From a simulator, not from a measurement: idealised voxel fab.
Name of the process module below: voxel spacer lines
The cross-section on display is named cut; it measures 265 nm wide, and its cells are 5 nm squares.
We lay out every cross-section as a grid of square cells and spell it out in bands from the top down, where one band means one or more rows of cells.
Quick guide to a band line: top height, bottom height (nm) up front; then every material left to right with its width in nm. Only one material and it's marked "all across"? Then it fills the band edge to edge. And "blank" just means empty space.
Heads up on the height convention: 0 is the point under which the incoming wafer is all one material, and the lowest band has no bottom, it just keeps going down, like "0 down".
Read "30 to 40" as a graded width: first number on top, second number at the bottom, same change between each pair of neighbouring rows.
You'll sometimes find "no change occurred" written for a step, and that's the way of saying that nowhere in the cross-section did a cell change during that step.
Trapped void list: empty space of 8 cells or more with no open way to the top, each as width x height at its distance from the left edge, in nm
If you see something after the settings on a step's line, that's the simulator's own remark about that step.
overlay nm: how far to the right of its planned place the mask lay on this masked step (negative: to the left).

HERE'S WHAT THE PLANNED PROCESS STEPS LOOK LIKE
1 RECEIVE with material Si
2 CONFORMAL_DEP with material Al2O3, thk nm 10
3 DIRECTIONAL_DEP with material SiN, thk nm 10
4 DIRECTIONAL_DEP with material aC, thk nm 30
5 PATTERN with tone cover, mask id MANDREL, material resist, width nm 25, pitch nm 80, thk nm 35, overlay nm 0
6 DIRECTIONAL_ETCH with etch materials aC, depth nm 30
7 STRIP with etch materials resist
8 CONFORMAL_DEP with material SiO2, thk nm 15
9 DIRECTIONAL_ETCH with etch materials SiO2, depth nm 15
10 STRIP with etch materials aC
11 DIRECTIONAL_ETCH with etch materials SiN, depth nm 10
12 STRIP with etch materials SiO2
13 FILL_DEP with material lowk, thk nm 10
14 CMP with height nm 20

WAFER AS RECEIVED: CROSS-SECTION FOLLOWING STEP 1
> 0 down | Si all across
> Trapped void list: none

FIRST WAFER AT THE END, AS PLANNED
> 20 to 10 | 25 nm lowk / 15 nm SiN / 25 nm lowk / 15 nm SiN / 25 nm lowk / 15 nm SiN / 25 nm lowk / 15 nm SiN / 25 nm lowk / 15 nm SiN / 25 nm lowk / 15 nm SiN / 25 nm lowk
> 10 to 0 | Al2O3 all across
> 0 down | Si all across
> Trapped void list: none

CROSS-SECTION, WAFER TWO OF TWO, END OF MODULE: SAME START AND PLAN AS WAFER ONE, ONE ERROR IN EXECUTION
> 20 to 10 | lowk all across
> 10 to 0 | 25 nm lowk / 15 nm SiN / 25 nm lowk / 15 nm SiN / 25 nm lowk / 15 nm SiN / 25 nm lowk / 15 nm SiN / 25 nm lowk / 15 nm SiN / 25 nm lowk / 15 nm SiN / 25 nm lowk
> 0 down | Si all across
> Trapped void list: none
Here's what went sideways: step 2 was left out
Per the end-of-run cell counts, the second wafer holds more or fewer of some materials than the first: Al2O3 -106; lowk +106
